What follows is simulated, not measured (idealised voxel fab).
Process module in this document: voxel ribs on slabs
Section cut is 275 nm wide and gridded with 5 nm square cells.
Heads up, the way a cross-section reads in here is a grid of square cells, handed over as bands from the top down, with every band being one or more rows of cells. Heads up on the band format: heights come first, top then bottom, in nm. After that it's the materials left to right, each with its width in nm. A single material flagged "everywhere" fills the whole band edge to edge, and "blank" means there's empty space there. Measure heights from 0. That's the level where, below it, the as-received wafer is all one material. The lowest band is bottomless and extends downward; write it as in "0 nm and below". So if you see something like "30 to 40" for the width, read it as the top row of the band sitting at the first number and the bottom row at the second, with every row in between moving by the same amount as the last. It should be understood that the words "remained the same", when stated for a given step, signify that the cross-section underwent no change in any of its cells during that step. This entry, "Closed empty spaces", enumerates those empty regions of no fewer than 8 cells that possess no open connection to the top. Each region is reported in the form width x height at distance, the distance being taken from the left edge, with all three quantities expressed in nm. It should be noted that, on the line of a given step, the content following the step's settings is a remark produced by the simulator itself with respect to that step. A step's line can hold "overlay nm"; with a mask on that step, the setting says how far right of the planned place the mask lay, while a negative setting says it lay to the left.

**Listed below are the process steps as planned**
- 1: RECEIVE (material Si)
- 2: DIRECTIONAL_DEP (material SiO2; thk nm 20)
- 3: DIRECTIONAL_DEP (material polySi; thk nm 15)
- 4: DIRECTIONAL_DEP (material aC; thk nm 15)
- 5: PATTERN (tone cover; mask id RIB; material resist; width nm 15; thk nm 30; overlay nm 0)
- 6: DIRECTIONAL_ETCH (etch materials aC; depth nm 15)
- 7: STRIP (etch materials resist)
- 8: DIRECTIONAL_ETCH (etch materials polySi; depth nm 10)
- 9: STRIP (etch materials aC)
- 10: MASKED_ETCH (tone cover; mask id SLAB; width nm 75; etch materials polySi; depth nm 5; overlay nm 0)
- 11: FILL_DEP (material SiO2; thk nm 15)
- 12: CMP (height nm 45)
- 13: DIRECTIONAL_DEP (material W; thk nm 10)
- 14: MASKED_ETCH (tone cover; mask id HEATER; width nm 25; etch materials W; depth nm 10; overlay nm 0)
- 15: CONFORMAL_DEP (material SiO2; thk nm 5)

**First of two wafers, with the run carried out as planned**

**Incoming wafer in cross-section (state: after step 1)**
	0 nm and below: Si everywhere
	Closed empty spaces: none

**State of the wafer after step 2, shown in cross-section**
	20 nm to 0 nm: SiO2 everywhere
	Below 0, the layers are the same as they were.

**State of the wafer after step 3, shown in cross-section**
	35 nm to 20 nm: polySi everywhere
	Below 20, the layers are the same as they were.

**State of the wafer after step 4, shown in cross-section**
	50 nm to 35 nm: aC everywhere
	Below 35, the layers are the same as they were.

**State of the wafer after step 5, shown in cross-section**
	80 nm to 50 nm: blank 130 nm | resist 15 nm | blank 130 nm
	Below 50, the layers are the same as they were.

**State of the wafer after step 6, shown in cross-section**
	65 nm to 50 nm: blank 130 nm | resist 15 nm | blank 130 nm
	50 nm to 35 nm: blank 130 nm | aC 15 nm | blank 130 nm
	Below 35, the layers are the same as they were.

**State of the wafer after step 7, shown in cross-section**
	50 nm to 35 nm: blank 130 nm | aC 15 nm | blank 130 nm
	Below 35, the layers are the same as they were.

**State of the wafer after step 8, shown in cross-section**
	50 nm to 35 nm: blank 130 nm | aC 15 nm | blank 130 nm
	35 nm to 25 nm: blank 130 nm | polySi 15 nm | blank 130 nm
	Below 25, the layers are the same as they were.

**State of the wafer after step 9, shown in cross-section**
	35 nm to 25 nm: blank 130 nm | polySi 15 nm | blank 130 nm
	Below 25, the layers are the same as they were.

**State of the wafer after step 10, shown in cross-section**
	35 nm to 25 nm: blank 130 nm | polySi 15 nm | blank 130 nm
	25 nm to 20 nm: blank 100 nm | polySi 75 nm | blank 100 nm
	Below 20, the layers are the same as they were.

**State of the wafer after step 11, shown in cross-section**
	50 nm to 35 nm: SiO2 everywhere
	35 nm to 25 nm: SiO2 130 nm | polySi 15 nm | SiO2 130 nm
	25 nm to 20 nm: SiO2 100 nm | polySi 75 nm | SiO2 100 nm
	Below 20, the layers are the same as they were.

**State of the wafer after step 12, shown in cross-section**
	45 nm to 35 nm: SiO2 everywhere
	Below 35, the layers are the same as they were.

**State of the wafer after step 13, shown in cross-section**
	55 nm to 45 nm: W everywhere
	Below 45, the layers are the same as they were.

**State of the wafer after step 14, shown in cross-section**
	55 nm to 45 nm: blank 125 nm | W 25 nm | blank 125 nm
	Below 45, the layers are the same as they were.

**State of the wafer after step 15, shown in cross-section**
	60 nm to 55 nm: blank 120 nm | SiO2 35 nm | blank 120 nm
	55 nm to 50 nm: blank 120 nm | SiO2 5 nm | W 25 nm | SiO2 5 nm | blank 120 nm
	50 nm to 45 nm: SiO2 125 nm | W 25 nm | SiO2 125 nm
	Below 45, the layers are the same as they were.

**Second wafer, same starting conditions and recipe as the first, one mistake in executing it, nothing differs from the first up to and including step 14**

Second wafer, cross-section, planned end of step 15: remained the same
Diagnosis: plan step 15 was not performed, having been skipped
Wrapping up, a cell-based count of both wafers puts the second over or under the first for these materials: SiO2 -59
